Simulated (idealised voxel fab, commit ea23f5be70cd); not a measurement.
Presented below is a process module, voxel self aligned contacts.
Cross-section cut spans 225 nm and uses square cells 5 nm in size.
Cross-section = grid of square cells, listed top down in bands; band = one or more rows. It is stipulated that each band's entry specify, in nanometres, the height of the top of the band and then that of its bottom, followed by the materials of the band in left-to-right sequence, each together with its width in nanometres. A single material marked by the word "edge to edge" is understood to fill the band from edge to edge; the word "air" is understood to denote empty space. Beneath 0, the wafer as received is one material, and that level is where height counting begins. The lowest band goes on downward without a bottom; it is written like "top 0, no bottom". With a width like "30..40", each row of cells in the band differs from the next by the same amount, the top row carrying the first number and the bottom row the second. For the purposes of this document, the phrase "no modification" attached to a step denotes that no cell within the cross-section was modified by that step. The list in "Trapped cavities" covers empty spaces of 8 cells or more that cannot reach the top through any open way, and it gives each as width x height at distance; the distance is from the left edge, and width, height and distance are in nm. On each step's line, the part that comes after the settings is the simulator's own comment on the step. Regarding "overlay nm": on a step with a mask, it is the distance the mask lay to the right of its planned place; a negative value places it to the left.

# Here's what the planned process steps look like
1 RECEIVE with material Si
2 OXIDIZE with depth nm 5
3 DIRECTIONAL_DEP with material polySi, thk nm 30
4 DIRECTIONAL_DEP with material SiN, thk nm 20
5 PATTERN with tone cover, mask id GATE, material resist, width nm 25, pitch nm 70, thk nm 20, overlay nm 0
6 DIRECTIONAL_ETCH with etch materials SiN, depth nm 20
7 DIRECTIONAL_ETCH with etch materials polySi, depth nm 30
8 STRIP with etch materials resist
9 CONFORMAL_DEP with material SiN, thk nm 5
10 DIRECTIONAL_ETCH with etch materials SiN, depth nm 5
11 FILL_DEP with material SiO2, thk nm 20
12 CMP with height nm 60
13 DIRECTIONAL_DEP with material aC, thk nm 10
14 PATTERN with tone open, mask id CONTACT, material resist, width nm 55, pitch nm 70, thk nm 25, overlay nm 0
15 DIRECTIONAL_ETCH with etch materials aC, depth nm 10
16 STRIP with etch materials resist
17 DIRECTIONAL_ETCH with etch materials SiO2, depth nm 65
18 STRIP with etch materials aC
19 CONFORMAL_DEP with material TiN, thk nm 5
20 FILL_DEP with material W, thk nm 5
21 CMP with height nm 60
22 CONFORMAL_DEP with material SiN, thk nm 5
The plan shows the width nm of step 5 as the first wafer had it; this setting differs between the wafers, which start out alike.

# Cross-section, first of several wafers, as delivered after step 1
    top 0, no bottom = Si edge to edge
    Trapped cavities: none

# Gained (+) or lost (-) cells of each material since receipt, then closed voids: one row per wafer, at the end of the module
width nm 25, -45 Si, +165 SiN, +177 SiO2, +70 TiN, +128 W, +90 polySi, Trapped cavities: none
width nm 30, -45 Si, +177 SiN, +169 SiO2, +70 TiN, +106 W, +108 polySi, Trapped cavities: none
width nm 35, -45 Si, +189 SiN, +161 SiO2, +70 TiN, +84 W, +126 polySi, Trapped cavities: none
width nm 40, -45 Si, +201 SiN, +153 SiO2, +70 TiN, +62 W, +144 polySi, Trapped cavities: none
width nm 45, -45 Si, +213 SiN, +145 SiO2, +70 TiN, +40 W, +162 polySi, Trapped cavities: none
width nm 50, -45 Si, +225 SiN, +137 SiO2, +70 TiN, +18 W, +180 polySi, Trapped cavities: none
